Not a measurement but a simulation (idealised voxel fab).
Presented below is a process module, voxel wiring stack.
Shown is cross-section cut, with a width of 240 nm and square cells of size 5 nm.
This document writes a cross-section as a grid whose cells are square, and gives it as bands, listed from the top down; one or more rows of cells form a band.
Top height, bottom height, nm. Materials left to right, width each, nm. Single material + "all across" = fills band edge to edge. "empty" = empty.
Height 0 is the level under which the wafer as received is all one material. The lowest band goes on downwards, as in "0 down".
When a width is written as two numbers, as in "30..40", the first number is the width in the top row of cells of the band and the second is the width in its bottom row, and the width changes by the same amount from each row to the next.
You'll sometimes find "nothing got changed" written for a step, and that's the way of saying that nowhere in the cross-section did a cell change during that step.
Entry "Completely sealed voids". Content: empty spaces with no open connection to the top, size 8 cells or greater. Each: width x height at distance. Distance: from left edge. Unit: nm.
Post-settings text on a step line: simulator's own remark regarding the step.
"overlay nm" on a masked step: distance the mask lay right of its planned place, negative for left.
Planned process steps:
1. RECEIVE: material Si
2. CONFORMAL_DEP: material SiO2, thk nm 15
3. DIRECTIONAL_DEP: material TiN, thk nm 5
4. DIRECTIONAL_DEP: material Ru, thk nm 15
5. PATTERN: tone cover, mask id METAL_1, material resist, width nm 25, pitch nm 55, thk nm 15, overlay nm 0
6. DIRECTIONAL_ETCH: etch materials Ru, depth nm 15
7. DIRECTIONAL_ETCH: etch materials TiN, depth nm 5
8. STRIP: etch materials resist
9. CONFORMAL_DEP: material SiCN, thk nm 5
10. FILL_DEP: material lowk, thk nm 5
11. CMP: height nm 35
12. CONFORMAL_DEP: material SiCN, thk nm 5
13. DIRECTIONAL_DEP: material SiO2, thk nm 30
14. DIRECTIONAL_DEP: material aC, thk nm 10
15. PATTERN: tone open, mask id METAL_2_HOLES, material resist, width nm 15, pitch nm 55, thk nm 25, overlay nm 0
16. DIRECTIONAL_ETCH: etch materials aC, depth nm 10
17. STRIP: etch materials resist
18. DIRECTIONAL_ETCH: etch materials SiO2, depth nm 30
19. STRIP: etch materials aC
20. DIRECTIONAL_DEP: material aC, thk nm 15
21. PATTERN: tone open, mask id METAL_2, material resist, width nm 25, pitch nm 55, thk nm 35, overlay nm 0
22. DIRECTIONAL_ETCH: etch materials aC, depth nm 15
23. STRIP: etch materials resist
24. DIRECTIONAL_ETCH: etch materials SiO2, depth nm 15
25. DIRECTIONAL_ETCH: etch materials SiCN, depth nm 5
26. STRIP: etch materials aC
27. CONFORMAL_DEP: material TiN, thk nm 5
28. FILL_DEP: material Ru, thk nm 5
29. CMP: height nm 70
30. CONFORMAL_DEP: material SiCN, thk nm 5
Below: the first of two wafers, run as planned:
The cross-section here shows the wafer as received, i.e. in its state after step 1:
  0 down = Si all across
  Completely sealed voids: none
Cross-section through the wafer, step 2 finished:
  15 to 0 = SiO2 all across
  Anything lower than 0 is untouched.
Cross-section through the wafer, step 3 finished:
  20 to 15 = TiN all across
  Anything lower than 15 is untouched.
Cross-section through the wafer, step 4 finished:
  35 to 20 = Ru all across
  Anything lower than 20 is untouched.
Cross-section through the wafer, step 5 finished:
  50 to 35 = empty: 50, resist: 25, empty: 30, resist: 25, empty: 30, resist: 25, empty: 55
  Anything lower than 35 is untouched.
Cross-section through the wafer, step 6 finished:
  50 to 35 = empty: 50, resist: 25, empty: 30, resist: 25, empty: 30, resist: 25, empty: 55
  35 to 20 = empty: 50, Ru: 25, empty: 30, Ru: 25, empty: 30, Ru: 25, empty: 55
  Anything lower than 20 is untouched.
Cross-section through the wafer, step 7 finished:
  50 to 35 = empty: 50, resist: 25, empty: 30, resist: 25, empty: 30, resist: 25, empty: 55
  35 to 20 = empty: 50, Ru: 25, empty: 30, Ru: 25, empty: 30, Ru: 25, empty: 55
  20 to 15 = empty: 50, TiN: 25, empty: 30, TiN: 25, empty: 30, TiN: 25, empty: 55
  Anything lower than 15 is untouched.
Cross-section through the wafer, step 8 finished:
  35 to 20 = empty: 50, Ru: 25, empty: 30, Ru: 25, empty: 30, Ru: 25, empty: 55
  Anything lower than 20 is untouched.
Cross-section through the wafer, step 9 finished:
  40 to 35 = empty: 45, SiCN: 35, empty: 20, SiCN: 35, empty: 20, SiCN: 35, empty: 50
  35 to 20 = empty: 45, SiCN: 5, Ru: 25, SiCN: 5, empty: 20, SiCN: 5, Ru: 25, SiCN: 5, empty: 20, SiCN: 5, Ru: 25, SiCN: 5, empty: 50
  20 to 15 = SiCN: 50, TiN: 25, SiCN: 30, TiN: 25, SiCN: 30, TiN: 25, SiCN: 55
  Anything lower than 15 is untouched.
Cross-section through the wafer, step 10 finished:
  45 to 40 = lowk all across
  40 to 35 = lowk: 45, SiCN: 35, lowk: 20, SiCN: 35, lowk: 20, SiCN: 35, lowk: 50
  35 to 20 = lowk: 45, SiCN: 5, Ru: 25, SiCN: 5, lowk: 20, SiCN: 5, Ru: 25, SiCN: 5, lowk: 20, SiCN: 5, Ru: 25, SiCN: 5, lowk: 50
  Anything lower than 20 is untouched.
Cross-section through the wafer, step 11 finished:
  35 to 20 = lowk: 45, SiCN: 5, Ru: 25, SiCN: 5, lowk: 20, SiCN: 5, Ru: 25, SiCN: 5, lowk: 20, SiCN: 5, Ru: 25, SiCN: 5, lowk: 50
  Anything lower than 20 is untouched.
Cross-section through the wafer, step 12 finished:
  40 to 35 = SiCN all across
  Anything lower than 35 is untouched.
Cross-section through the wafer, step 13 finished:
  70 to 40 = SiO2 all across
  Anything lower than 40 is untouched.
Cross-section through the wafer, step 14 finished:
  80 to 70 = aC all across
  Anything lower than 70 is untouched.
Cross-section through the wafer, step 15 finished:
  105 to 80 = resist: 50, empty: 15, resist: 40, empty: 15, resist: 40, empty: 15, resist: 65
  Anything lower than 80 is untouched.
Cross-section through the wafer, step 16 finished:
  95 to 80 = resist: 50, empty: 15, resist: 40, empty: 15, resist: 40, empty: 15, resist: 65
  80 to 70 = aC: 50, empty: 15, aC: 40, empty: 15, aC: 40, empty: 15, aC: 65
  Anything lower than 70 is untouched.
Cross-section through the wafer, step 17 finished:
  80 to 70 = aC: 50, empty: 15, aC: 40, empty: 15, aC: 40, empty: 15, aC: 65
  Anything lower than 70 is untouched.
Cross-section through the wafer, step 18 finished:
  80 to 70 = aC: 50, empty: 15, aC: 40, empty: 15, aC: 40, empty: 15, aC: 65
  70 to 40 = SiO2: 50, empty: 15, SiO2: 40, empty: 15, SiO2: 40, empty: 15, SiO2: 65
  Anything lower than 40 is untouched.
Cross-section through the wafer, step 19 finished:
  70 to 40 = SiO2: 50, empty: 15, SiO2: 40, empty: 15, SiO2: 40, empty: 15, SiO2: 65
  Anything lower than 40 is untouched.
Cross-section through the wafer, step 20 finished:
  85 to 70 = aC: 50, empty: 15, aC: 40, empty: 15, aC: 40, empty: 15, aC: 65
  70 to 55 = SiO2: 50, empty: 15, SiO2: 40, empty: 15, SiO2: 40, empty: 15, SiO2: 65
  55 to 40 = SiO2: 50, aC: 15, SiO2: 40, aC: 15, SiO2: 40, aC: 15, SiO2: 65
  Anything lower than 40 is untouched.
Cross-section through the wafer, step 21 finished:
  120 to 85 = resist: 50, empty: 25, resist: 30, empty: 25, resist: 30, empty: 25, resist: 55
  Anything lower than 85 is untouched.
Cross-section through the wafer, step 22 finished:
  105 to 85 = resist: 50, empty: 25, resist: 30, empty: 25, resist: 30, empty: 25, resist: 55
  85 to 70 = aC: 50, empty: 25, aC: 30, empty: 25, aC: 30, empty: 25, aC: 55
  70 to 40 = SiO2: 50, empty: 15, SiO2: 40, empty: 15, SiO2: 40, empty: 15, SiO2: 65
  Anything lower than 40 is untouched.
Cross-section through the wafer, step 23 finished:
  85 to 70 = aC: 50, empty: 25, aC: 30, empty: 25, aC: 30, empty: 25, aC: 55
  Anything lower than 70 is untouched.
Cross-section through the wafer, step 24 finished:
  85 to 70 = aC: 50, empty: 25, aC: 30, empty: 25, aC: 30, empty: 25, aC: 55
  70 to 55 = SiO2: 50, empty: 25, SiO2: 30, empty: 25, SiO2: 30, empty: 25, SiO2: 55
  Anything lower than 55 is untouched.
Cross-section through the wafer, step 25 finished:
  85 to 70 = aC: 50, empty: 25, aC: 30, empty: 25, aC: 30, empty: 25, aC: 55
  70 to 55 = SiO2: 50, empty: 25, SiO2: 30, empty: 25, SiO2: 30, empty: 25, SiO2: 55
  55 to 40 = SiO2: 50, empty: 15, SiO2: 40, empty: 15, SiO2: 40, empty: 15, SiO2: 65
  40 to 35 = SiCN: 50, empty: 15, SiCN: 40, empty: 15, SiCN: 40, empty: 15, SiCN: 65
  Anything lower than 35 is untouched.
Cross-section through the wafer, step 26 finished:
  70 to 55 = SiO2: 50, empty: 25, SiO2: 30, empty: 25, SiO2: 30, empty: 25, SiO2: 55
  Anything lower than 55 is untouched.
Cross-section through the wafer, step 27 finished:
  75 to 70 = TiN: 55, empty: 15, TiN: 40, empty: 15, TiN: 40, empty: 15, TiN: 60
  70 to 60 = SiO2: 50, TiN: 5, empty: 15, TiN: 5, SiO2: 30, TiN: 5, empty: 15, TiN: 5, SiO2: 30, TiN: 5, empty: 15, TiN: 5, SiO2: 55
  60 to 55 = SiO2: 50, TiN: 5, empty: 5, TiN: 15, SiO2: 30, TiN: 5, empty: 5, TiN: 15, SiO2: 30, TiN: 5, empty: 5, TiN: 15, SiO2: 55
  55 to 40 = SiO2: 50, TiN: 5, empty: 5, TiN: 5, SiO2: 40, TiN: 5, empty: 5, TiN: 5, SiO2: 40, TiN: 5, empty: 5, TiN: 5, SiO2: 65
  40 to 35 = SiCN: 50, TiN: 15, SiCN: 40, TiN: 15, SiCN: 40, TiN: 15, SiCN: 65
  Anything lower than 35 is untouched.
Cross-section through the wafer, step 28 finished:
  80 to 75 = Ru all across
  75 to 70 = TiN: 55, Ru: 15, TiN: 40, Ru: 15, TiN: 40, Ru: 15, TiN: 60
  70 to 60 = SiO2: 50, TiN: 5, Ru: 15, TiN: 5, SiO2: 30, TiN: 5, Ru: 15, TiN: 5, SiO2: 30, TiN: 5, Ru: 15, TiN: 5, SiO2: 55
  60 to 55 = SiO2: 50, TiN: 5, Ru: 5, TiN: 15, SiO2: 30, TiN: 5, Ru: 5, TiN: 15, SiO2: 30, TiN: 5, Ru: 5, TiN: 15, SiO2: 55
  55 to 40 = SiO2: 50, TiN: 5, Ru: 5, TiN: 5, SiO2: 40, TiN: 5, Ru: 5, TiN: 5, SiO2: 40, TiN: 5, Ru: 5, TiN: 5, SiO2: 65
  Anything lower than 40 is untouched.
Cross-section through the wafer, step 29 finished:
  70 to 60 = SiO2: 50, TiN: 5, Ru: 15, TiN: 5, SiO2: 30, TiN: 5, Ru: 15, TiN: 5, SiO2: 30, TiN: 5, Ru: 15, TiN: 5, SiO2: 55
  Anything lower than 60 is untouched.
Cross-section through the wafer, step 30 finished:
  75 to 70 = SiCN all across
  Anything lower than 70 is untouched.
Wafer two of two - same starting point, same process plan, one mistake in execution; matches wafer one up to and including step 14:
At the planned end of step 15, the second wafer in cross-section:
  105 to 80 = resist: 55, empty: 15, resist: 40, empty: 15, resist: 40, empty: 15, resist: 60
  Anything lower than 80 is untouched.
At the planned end of step 16, the second wafer in cross-section:
  95 to 80 = resist: 55, empty: 15, resist: 40, empty: 15, resist: 40, empty: 15, resist: 60
  80 to 70 = aC: 55, empty: 15, aC: 40, empty: 15, aC: 40, empty: 15, aC: 60
  Anything lower than 70 is untouched.
At the planned end of step 17, the second wafer in cross-section:
  80 to 70 = aC: 55, empty: 15, aC: 40, empty: 15, aC: 40, empty: 15, aC: 60
  Anything lower than 70 is untouched.
At the planned end of step 18, the second wafer in cross-section:
  80 to 70 = aC: 55, empty: 15, aC: 40, empty: 15, aC: 40, empty: 15, aC: 60
  70 to 40 = SiO2: 55, empty: 15, SiO2: 40, empty: 15, SiO2: 40, empty: 15, SiO2: 60
  Anything lower than 40 is untouched.
At the planned end of step 19, the second wafer in cross-section:
  70 to 40 = SiO2: 55, empty: 15, SiO2: 40, empty: 15, SiO2: 40, empty: 15, SiO2: 60
  Anything lower than 40 is untouched.
At the planned end of step 20, the second wafer in cross-section:
  85 to 70 = aC: 55, empty: 15, aC: 40, empty: 15, aC: 40, empty: 15, aC: 60
  70 to 55 = SiO2: 55, empty: 15, SiO2: 40, empty: 15, SiO2: 40, empty: 15, SiO2: 60
  55 to 40 = SiO2: 55, aC: 15, SiO2: 40, aC: 15, SiO2: 40, aC: 15, SiO2: 60
  Anything lower than 40 is untouched.
At the planned end of step 21, the second wafer in cross-section:
  120 to 85 = resist: 50, empty: 25, resist: 30, empty: 25, resist: 30, empty: 25, resist: 55
  Anything lower than 85 is untouched.
At the planned end of step 22, the second wafer in cross-section:
  105 to 85 = resist: 50, empty: 25, resist: 30, empty: 25, resist: 30, empty: 25, resist: 55
  85 to 70 = aC: 50, empty: 25, aC: 30, empty: 25, aC: 30, empty: 25, aC: 55
  70 to 40 = SiO2: 55, empty: 15, SiO2: 40, empty: 15, SiO2: 40, empty: 15, SiO2: 60
  Anything lower than 40 is untouched.
At the planned end of step 23, the second wafer in cross-section:
  85 to 70 = aC: 50, empty: 25, aC: 30, empty: 25, aC: 30, empty: 25, aC: 55
  Anything lower than 70 is untouched.
At the planned end of step 24, the second wafer in cross-section:
  85 to 70 = aC: 50, empty: 25, aC: 30, empty: 25, aC: 30, empty: 25, aC: 55
  70 to 55 = SiO2: 50, empty: 25, SiO2: 30, empty: 25, SiO2: 30, empty: 25, SiO2: 55
  Anything lower than 55 is untouched.
At the planned end of step 25, the second wafer in cross-section:
  85 to 70 = aC: 50, empty: 25, aC: 30, empty: 25, aC: 30, empty: 25, aC: 55
  70 to 55 = SiO2: 50, empty: 25, SiO2: 30, empty: 25, SiO2: 30, empty: 25, SiO2: 55
  55 to 40 = SiO2: 55, empty: 15, SiO2: 40, empty: 15, SiO2: 40, empty: 15, SiO2: 60
  40 to 35 = SiCN: 55, empty: 15, SiCN: 40, empty: 15, SiCN: 40, empty: 15, SiCN: 60
  Anything lower than 35 is untouched.
At the planned end of step 26, the second wafer in cross-section:
  70 to 55 = SiO2: 50, empty: 25, SiO2: 30, empty: 25, SiO2: 30, empty: 25, SiO2: 55
  Anything lower than 55 is untouched.
At the planned end of step 27, the second wafer in cross-section:
  75 to 70 = TiN: 55, empty: 15, TiN: 40, empty: 15, TiN: 40, empty: 15, TiN: 60
  70 to 60 = SiO2: 50, TiN: 5, empty: 15, TiN: 5, SiO2: 30, TiN: 5, empty: 15, TiN: 5, SiO2: 30, TiN: 5, empty: 15, TiN: 5, SiO2: 55
  60 to 55 = SiO2: 50, TiN: 10, empty: 5, TiN: 10, SiO2: 30, TiN: 10, empty: 5, TiN: 10, SiO2: 30, TiN: 10, empty: 5, TiN: 10, SiO2: 55
  55 to 40 = SiO2: 55, TiN: 5, empty: 5, TiN: 5, SiO2: 40, TiN: 5, empty: 5, TiN: 5, SiO2: 40, TiN: 5, empty: 5, TiN: 5, SiO2: 60
  40 to 35 = SiCN: 55, TiN: 15, SiCN: 40, TiN: 15, SiCN: 40, TiN: 15, SiCN: 60
  Anything lower than 35 is untouched.
At the planned end of step 28, the second wafer in cross-section:
  80 to 75 = Ru all across
  75 to 70 = TiN: 55, Ru: 15, TiN: 40, Ru: 15, TiN: 40, Ru: 15, TiN: 60
  70 to 60 = SiO2: 50, TiN: 5, Ru: 15, TiN: 5, SiO2: 30, TiN: 5, Ru: 15, TiN: 5, SiO2: 30, TiN: 5, Ru: 15, TiN: 5, SiO2: 55
  60 to 55 = SiO2: 50, TiN: 10, Ru: 5, TiN: 10, SiO2: 30, TiN: 10, Ru: 5, TiN: 10, SiO2: 30, TiN: 10, Ru: 5, TiN: 10, SiO2: 55
  55 to 40 = SiO2: 55, TiN: 5, Ru: 5, TiN: 5, SiO2: 40, TiN: 5, Ru: 5, TiN: 5, SiO2: 40, TiN: 5, Ru: 5, TiN: 5, SiO2: 60
  Anything lower than 40 is untouched.
At the planned end of step 29, the second wafer in cross-section:
  70 to 60 = SiO2: 50, TiN: 5, Ru: 15, TiN: 5, SiO2: 30, TiN: 5, Ru: 15, TiN: 5, SiO2: 30, TiN: 5, Ru: 15, TiN: 5, SiO2: 55
  Anything lower than 60 is untouched.
At the planned end of step 30, the second wafer in cross-section:
  75 to 70 = SiCN all across
  Anything lower than 70 is untouched.
Against the plan, the run slipped here: step 15 ran differently from the plan; actual operation with settings: PATTERN: tone open, mask id METAL_2_HOLES, material resist, width nm 15, pitch nm 55, thk nm 25, overlay nm 5
If you tally the cells, the second wafer ends up with the same amount of every material as the first; it's all just sitting in different places.
